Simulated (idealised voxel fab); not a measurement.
The process module presented herein is designated voxel wiring stack.
Cross-section cut spans 170 nm and uses square cells 5 nm in size.
Notation: cross-section as square-cell grid; stated in bands, top first, going down; one or more cell rows per band. Heights first: top, then bottom, in nm. Then materials, left to right, each with a width in nm. "edge to edge" on a single material: fills the band edge to edge. "empty": empty space. Heights are reckoned from 0. Under this level, the received wafer is all of one material. The bottommost band is open-ended downward, for example "z 0 and below". Think of "30 to 40" as a width that walks from the first number to the second as you go down the band, top row to bottom row, taking equal-sized steps from row to row. Step marked "nothing different"? Then no cell in the cross-section changed in it. Empty spaces counting at least 8 cells and having no open way to the top are listed in "Closed-off voids". The notation width x height at distance is used for each, the distance being from the left edge and all three values in nm. Post-settings text on a step line: simulator's own remark regarding the step. Regarding "overlay nm": on a step with a mask, it is the distance the mask lay to the right of its planned place; a negative value places it to the left.
-- Planned step list for the process
step 1: RECEIVE: material Si
step 2: CONFORMAL_DEP: material SiO2, thk nm 10
step 3: DIRECTIONAL_DEP: material TiN, thk nm 5
step 4: DIRECTIONAL_DEP: material W, thk nm 25
step 5: PATTERN: tone cover, mask id METAL_1, material resist, width nm 30, pitch nm 55, thk nm 20, overlay nm 0
step 6: DIRECTIONAL_ETCH: etch materials W, depth nm 25
step 7: DIRECTIONAL_ETCH: etch materials TiN, depth nm 5
step 8: STRIP: etch materials resist
step 9: FILL_DEP: material lowk, thk nm 5
step 10: CMP: height nm 40
step 11: CONFORMAL_DEP: material SiCN, thk nm 5
step 12: DIRECTIONAL_DEP: material lowk, thk nm 20
step 13: DIRECTIONAL_DEP: material aC, thk nm 10
step 14: PATTERN: tone open, mask id PLUG_1, material resist, width nm 15, pitch nm 55, thk nm 25, overlay nm 0
step 15: DIRECTIONAL_ETCH: etch materials aC, depth nm 10
step 16: STRIP: etch materials resist
step 17: DIRECTIONAL_ETCH: etch materials lowk, depth nm 20
step 18: DIRECTIONAL_ETCH: etch materials SiCN, depth nm 5
step 19: STRIP: etch materials aC
step 20: CONFORMAL_DEP: material TiN, thk nm 5
step 21: FILL_DEP: material Cu, thk nm 10
step 22: CMP: height nm 65
step 23: CONFORMAL_DEP: material SiN, thk nm 5
step 24: DIRECTIONAL_DEP: material SiO2, thk nm 15
step 25: MASKED_ETCH: tone open, mask id METAL_2, width nm 30, pitch nm 55, etch materials SiO2, depth nm 15, overlay nm 0
step 26: MASKED_ETCH: tone open, mask id METAL_2, width nm 30, pitch nm 55, etch materials SiN, depth nm 5, overlay nm 0
step 27: CONFORMAL_DEP: material TiN, thk nm 5
step 28: FILL_DEP: material Cu, thk nm 10
step 29: CMP: height nm 85
step 30: CONFORMAL_DEP: material SiCN, thk nm 5
-- On the first of the two wafers: run conducted according to plan
-- Step 1 complete: cross-section of the wafer as received
z 0 and below = Si edge to edge
Closed-off voids: none
-- The wafer, seen in cross-section, after step 2
z 10 to 0 = SiO2 edge to edge
below 0: unchanged
-- The wafer, seen in cross-section, after step 3
z 15 to 10 = TiN edge to edge
below 10: unchanged
-- The wafer, seen in cross-section, after step 4
z 40 to 15 = W edge to edge
below 15: unchanged
-- The wafer, seen in cross-section, after step 5
z 60 to 40 = empty 15, resist 30, empty 25, resist 30, empty 25, resist 30, empty 15
below 40: unchanged
-- The wafer, seen in cross-section, after step 6
z 60 to 40 = empty 15, resist 30, empty 25, resist 30, empty 25, resist 30, empty 15
z 40 to 15 = empty 15, W 30, empty 25, W 30, empty 25, W 30, empty 15
below 15: unchanged
-- The wafer, seen in cross-section, after step 7
z 60 to 40 = empty 15, resist 30, empty 25, resist 30, empty 25, resist 30, empty 15
z 40 to 15 = empty 15, W 30, empty 25, W 30, empty 25, W 30, empty 15
z 15 to 10 = empty 15, TiN 30, empty 25, TiN 30, empty 25, TiN 30, empty 15
below 10: unchanged
-- The wafer, seen in cross-section, after step 8
z 40 to 15 = empty 15, W 30, empty 25, W 30, empty 25, W 30, empty 15
below 15: unchanged
-- The wafer, seen in cross-section, after step 9
z 45 to 40 = lowk edge to edge
z 40 to 15 = lowk 15, W 30, lowk 25, W 30, lowk 25, W 30, lowk 15
z 15 to 10 = lowk 15, TiN 30, lowk 25, TiN 30, lowk 25, TiN 30, lowk 15
below 10: unchanged
-- The wafer, seen in cross-section, after step 10
z 40 to 15 = lowk 15, W 30, lowk 25, W 30, lowk 25, W 30, lowk 15
below 15: unchanged
-- The wafer, seen in cross-section, after step 11
z 45 to 40 = SiCN edge to edge
below 40: unchanged
-- The wafer, seen in cross-section, after step 12
z 65 to 45 = lowk edge to edge
below 45: unchanged
-- The wafer, seen in cross-section, after step 13
z 75 to 65 = aC edge to edge
below 65: unchanged
-- The wafer, seen in cross-section, after step 14
z 100 to 75 = resist 15, empty 15, resist 40, empty 15, resist 40, empty 15, resist 30
below 75: unchanged
-- The wafer, seen in cross-section, after step 15
z 90 to 75 = resist 15, empty 15, resist 40, empty 15, resist 40, empty 15, resist 30
z 75 to 65 = aC 15, empty 15, aC 40, empty 15, aC 40, empty 15, aC 30
below 65: unchanged
-- The wafer, seen in cross-section, after step 16
z 75 to 65 = aC 15, empty 15, aC 40, empty 15, aC 40, empty 15, aC 30
below 65: unchanged
-- The wafer, seen in cross-section, after step 17
z 75 to 65 = aC 15, empty 15, aC 40, empty 15, aC 40, empty 15, aC 30
z 65 to 45 = lowk 15, empty 15, lowk 40, empty 15, lowk 40, empty 15, lowk 30
below 45: unchanged
-- The wafer, seen in cross-section, after step 18
z 75 to 65 = aC 15, empty 15, aC 40, empty 15, aC 40, empty 15, aC 30
z 65 to 45 = lowk 15, empty 15, lowk 40, empty 15, lowk 40, empty 15, lowk 30
z 45 to 40 = SiCN 15, empty 15, SiCN 40, empty 15, SiCN 40, empty 15, SiCN 30
below 40: unchanged
-- The wafer, seen in cross-section, after step 19
z 65 to 45 = lowk 15, empty 15, lowk 40, empty 15, lowk 40, empty 15, lowk 30
below 45: unchanged
-- The wafer, seen in cross-section, after step 20
z 70 to 65 = TiN 20, empty 5, TiN 50, empty 5, TiN 50, empty 5, TiN 35
z 65 to 45 = lowk 15, TiN 5, empty 5, TiN 5, lowk 40, TiN 5, empty 5, TiN 5, lowk 40, TiN 5, empty 5, TiN 5, lowk 30
z 45 to 40 = SiCN 15, TiN 15, SiCN 40, TiN 15, SiCN 40, TiN 15, SiCN 30
below 40: unchanged
-- The wafer, seen in cross-section, after step 21
z 80 to 70 = Cu edge to edge
z 70 to 65 = TiN 20, Cu 5, TiN 50, Cu 5, TiN 50, Cu 5, TiN 35
z 65 to 45 = lowk 15, TiN 5, Cu 5, TiN 5, lowk 40, TiN 5, Cu 5, TiN 5, lowk 40, TiN 5, Cu 5, TiN 5, lowk 30
below 45: unchanged
-- The wafer, seen in cross-section, after step 22
z 65 to 45 = lowk 15, TiN 5, Cu 5, TiN 5, lowk 40, TiN 5, Cu 5, TiN 5, lowk 40, TiN 5, Cu 5, TiN 5, lowk 30
below 45: unchanged
-- The wafer, seen in cross-section, after step 23
z 70 to 65 = SiN edge to edge
below 65: unchanged
-- The wafer, seen in cross-section, after step 24
z 85 to 70 = SiO2 edge to edge
below 70: unchanged
-- The wafer, seen in cross-section, after step 25
z 85 to 70 = SiO2 15, empty 30, SiO2 25, empty 30, SiO2 25, empty 30, SiO2 15
below 70: unchanged
-- The wafer, seen in cross-section, after step 26
z 85 to 70 = SiO2 15, empty 30, SiO2 25, empty 30, SiO2 25, empty 30, SiO2 15
z 70 to 65 = SiN 15, empty 30, SiN 25, empty 30, SiN 25, empty 30, SiN 15
below 65: unchanged
-- The wafer, seen in cross-section, after step 27
z 90 to 85 = TiN 20, empty 20, TiN 35, empty 20, TiN 35, empty 20, TiN 20
z 85 to 70 = SiO2 15, TiN 5, empty 20, TiN 5, SiO2 25, TiN 5, empty 20, TiN 5, SiO2 25, TiN 5, empty 20, TiN 5, SiO2 15
z 70 to 65 = SiN 15, TiN 30, SiN 25, TiN 30, SiN 25, TiN 30, SiN 15
below 65: unchanged
-- The wafer, seen in cross-section, after step 28
z 100 to 90 = Cu edge to edge
z 90 to 85 = TiN 20, Cu 20, TiN 35, Cu 20, TiN 35, Cu 20, TiN 20
z 85 to 70 = SiO2 15, TiN 5, Cu 20, TiN 5, SiO2 25, TiN 5, Cu 20, TiN 5, SiO2 25, TiN 5, Cu 20, TiN 5, SiO2 15
below 70: unchanged
-- The wafer, seen in cross-section, after step 29
z 85 to 70 = SiO2 15, TiN 5, Cu 20, TiN 5, SiO2 25, TiN 5, Cu 20, TiN 5, SiO2 25, TiN 5, Cu 20, TiN 5, SiO2 15
below 70: unchanged
-- The wafer, seen in cross-section, after step 30
z 90 to 85 = SiCN edge to edge
below 85: unchanged
-- second wafer: like start, like plan, one mistake. Through step 24 it matches the first wafer
-- The second wafer in cross-section, at the planned close of step 25
z 85 to 70 = empty 15, SiO2 30, empty 25, SiO2 30, empty 25, SiO2 30, empty 15
below 70: unchanged
The second wafer in cross-section, at the planned close of step 26: nothing different
-- The second wafer in cross-section, at the planned close of step 27
z 90 to 85 = empty 10, TiN 40, empty 15, TiN 40, empty 15, TiN 40, empty 10
z 85 to 75 = empty 10, TiN 5, SiO2 30, TiN 5, empty 15, TiN 5, SiO2 30, TiN 5, empty 15, TiN 5, SiO2 30, TiN 5, empty 10
z 75 to 70 = TiN 15, SiO2 30, TiN 25, SiO2 30, TiN 25, SiO2 30, TiN 15
below 70: unchanged
-- The second wafer in cross-section, at the planned close of step 28
z 100 to 90 = Cu edge to edge
z 90 to 85 = Cu 10, TiN 40, Cu 15, TiN 40, Cu 15, TiN 40, Cu 10
z 85 to 75 = Cu 10, TiN 5, SiO2 30, TiN 5, Cu 15, TiN 5, SiO2 30, TiN 5, Cu 15, TiN 5, SiO2 30, TiN 5, Cu 10
below 75: unchanged
-- The second wafer in cross-section, at the planned close of step 29
z 85 to 75 = Cu 10, TiN 5, SiO2 30, TiN 5, Cu 15, TiN 5, SiO2 30, TiN 5, Cu 15, TiN 5, SiO2 30, TiN 5, Cu 10
below 75: unchanged
-- The second wafer in cross-section, at the planned close of step 30
z 90 to 85 = SiCN edge to edge
below 85: unchanged
In executing the process, a mistake was made relative to the plan: step 25 was run on a setting that differed from the plan, and what really ran there is MASKED_ETCH: tone cover, mask id METAL_2, width nm 30, pitch nm 55, etch materials SiO2, depth nm 15, overlay nm 0
Bottom line after processing is that, in cells, the second wafer is up or down on some materials versus the first: Cu -16; SiN +18; SiO2 +6; TiN -8
